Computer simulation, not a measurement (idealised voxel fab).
Process module heading - voxel transistor to metal
Pictured: cross-section cut, 270 nm wide, on a grid of 5 nm square cells.
A cross-section in this document is a grid of square cells, and it is written down as bands, the top band listed before the ones below it; a band is made up of one or more rows of cells.
First you get the band's top height and its bottom height, in nm, and then the materials it's made of, left to right, with each width in nm. If you see a single material with "throughout", that one covers the band edge to edge. "empty" is empty space.
All heights in this document are referenced to 0, defined as the level beneath which the wafer, as received, consists entirely of one material. The lowest band is not bounded below; it extends indefinitely downward and is written in the form "0 down".
Top row gets the first number, bottom row gets the second, and each row in between changes by the same step: that is how a band width like "30..40" works.
What does "no change occurred" mean for a step? It means no cell of the cross-section changed in that step.
"Trapped voids": sealed empty spaces, 8 cells or more, no open way to top, listed width x height at distance, with distance from the left edge and width, height and distance in nm.
Formally, on a step line, whatever follows the settings is a remark that the simulator itself makes on the step.
"overlay nm" answers the question of how far to the right of plan the mask lay on a step that has a mask, and when it is negative the answer is to the left.

**Below is the list of planned process steps**
| 1 | RECEIVE,material Si |
| 2 | CONFORMAL_DEP,material SiO2,thk nm 5 |
| 3 | CONFORMAL_DEP,material SiN,thk nm 10 |
| 4 | MASKED_ETCH,tone cover,mask id ACTIVE,width nm 100,pitch nm 130,etch materials SiN,depth nm 10,overlay nm 0 |
| 5 | MASKED_ETCH,tone cover,mask id ACTIVE,width nm 100,pitch nm 130,etch materials SiO2,depth nm 5,overlay nm 0 |
| 6 | MASKED_ETCH,tone cover,mask id ACTIVE,width nm 100,pitch nm 130,etch materials Si,depth nm 25,overlay nm 0 |
| 7 | OXIDIZE,depth nm 5 |
| 8 | FILL_DEP,material SiO2,thk nm 10 |
| 9 | CMP,height nm 15 |
| 10 | SELECTIVE_ETCH,etch materials SiO2,depth nm 5 |
| 11 | STRIP,etch materials SiN |
| 12 | SELECTIVE_ETCH,etch materials SiO2,depth nm 5 |
| 13 | OXIDIZE,depth nm 5 |
| 14 | DIRECTIONAL_DEP,material polySi,thk nm 30 |
| 15 | DIRECTIONAL_DEP,material SiCN,thk nm 10 |
| 16 | DIRECTIONAL_DEP,material aC,thk nm 15 |
| 17 | PATTERN,tone cover,mask id GATE,material resist,width nm 30,pitch nm 130,thk nm 30,overlay nm 0 |
| 18 | DIRECTIONAL_ETCH,etch materials aC,depth nm 15 |
| 19 | STRIP,etch materials resist |
| 20 | DIRECTIONAL_ETCH,etch materials SiCN,depth nm 20 |
| 21 | DIRECTIONAL_ETCH,etch materials polySi,depth nm 40 |
| 22 | STRIP,etch materials aC |
| 23 | CONFORMAL_DEP,material SiN,thk nm 10 |
| 24 | DIRECTIONAL_ETCH,etch materials SiN,depth nm 10 |
| 25 | DIRECTIONAL_ETCH,etch materials SiO2,depth nm 5 |
| 26 | DIRECTIONAL_ETCH,etch materials Si,depth nm 10 |
| 27 | EPI,material pSi,thk nm 10 |
| 28 | FILL_DEP,material SiO2,thk nm 10 |
| 29 | CMP,height nm 30 |
| 30 | STRIP,etch materials polySi |
| 31 | SELECTIVE_ETCH,etch materials SiO2,depth nm 5 |
| 32 | CONFORMAL_DEP,material HfO2,thk nm 5 |
| 33 | CONFORMAL_DEP,material TiN,thk nm 5 |
| 34 | FILL_DEP,material W,thk nm 5 |
| 35 | CMP,height nm 25 |
| 36 | DIRECTIONAL_DEP,material SiO2,thk nm 15 |
| 37 | PATTERN,tone open,mask id CONTACT,material resist,width nm 15,thk nm 20,overlay nm 0 |
| 38 | DIRECTIONAL_ETCH,etch materials SiO2,depth nm 45 |
| 39 | STRIP,etch materials resist |
| 40 | CONFORMAL_DEP,material TiN,thk nm 5 |
| 41 | FILL_DEP,material Ru,thk nm 5 |
| 42 | CMP,height nm 40 |
| 43 | CONFORMAL_DEP,material SiCN,thk nm 5 |
| 44 | DIRECTIONAL_DEP,material lowk,thk nm 15 |
| 45 | MASKED_ETCH,tone open,mask id METAL_1,width nm 15,etch materials lowk,depth nm 15,overlay nm 0 |
| 46 | MASKED_ETCH,tone open,mask id METAL_1,width nm 15,etch materials SiCN,depth nm 5,overlay nm 0 |
| 47 | CONFORMAL_DEP,material TiN,thk nm 5 |
| 48 | FILL_DEP,material Cu,thk nm 5 |
| 49 | CMP,height nm 60 |
| 50 | CONFORMAL_DEP,material SiCN,thk nm 5 |
| 51 | DIRECTIONAL_DEP,material SiO2,thk nm 35 |
| 52 | PATTERN,tone open,mask id METAL_2,material resist,width nm 15,pitch nm 130,thk nm 15,overlay nm 0 |
| 53 | DIRECTIONAL_ETCH,etch materials SiO2,depth nm 20 |
| 54 | STRIP,etch materials resist |
| 55 | DIRECTIONAL_DEP,material aC,thk nm 10 |
| 56 | PATTERN,tone open,mask id METAL_2_HOLES,material resist,width nm 15,pitch nm 130,thk nm 30,overlay nm 0 |
| 57 | DIRECTIONAL_ETCH,etch materials aC,depth nm 10 |
| 58 | STRIP,etch materials resist |
| 59 | DIRECTIONAL_ETCH,etch materials SiO2,depth nm 15 |
| 60 | DIRECTIONAL_ETCH,etch materials SiCN,depth nm 5 |
| 61 | STRIP,etch materials aC |
| 62 | CONFORMAL_DEP,material TiN,thk nm 5 |
| 63 | FILL_DEP,material Ru,thk nm 5 |
| 64 | CMP,height nm 100 |
| 65 | CONFORMAL_DEP,material SiN,thk nm 5 |
The wafers in this document start out alike and differ in the width nm applied at step 52; the plan shows the value used for the first wafer.

**After step 1, as received: first of several wafers, cross-section**
    0 down | Si throughout
    Trapped voids: none

**Note: the following table is arranged by wafer, a row apiece. Each row reports the end-of-module state: per material, cells gained (+) or cells lost (-) compared with the wafer as received; closed voids follow**
width nm 15 | +12 Cu | +36 HfO2 | +38 Ru | -176 Si | +90 SiCN | +102 SiN | +672 SiO2 | +170 TiN | +16 W | +126 lowk | +48 pSi | Trapped voids: none
width nm 20 | +12 Cu | +36 HfO2 | +44 Ru | -176 Si | +90 SiCN | +102 SiN | +664 SiO2 | +172 TiN | +16 W | +126 lowk | +48 pSi | Trapped voids: none
width nm 25 | +12 Cu | +36 HfO2 | +50 Ru | -176 Si | +90 SiCN | +102 SiN | +656 SiO2 | +174 TiN | +16 W | +126 lowk | +48 pSi | Trapped voids: none
width nm 30 | +12 Cu | +36 HfO2 | +56 Ru | -176 Si | +90 SiCN | +102 SiN | +648 SiO2 | +176 TiN | +16 W | +126 lowk | +48 pSi | Trapped voids: none
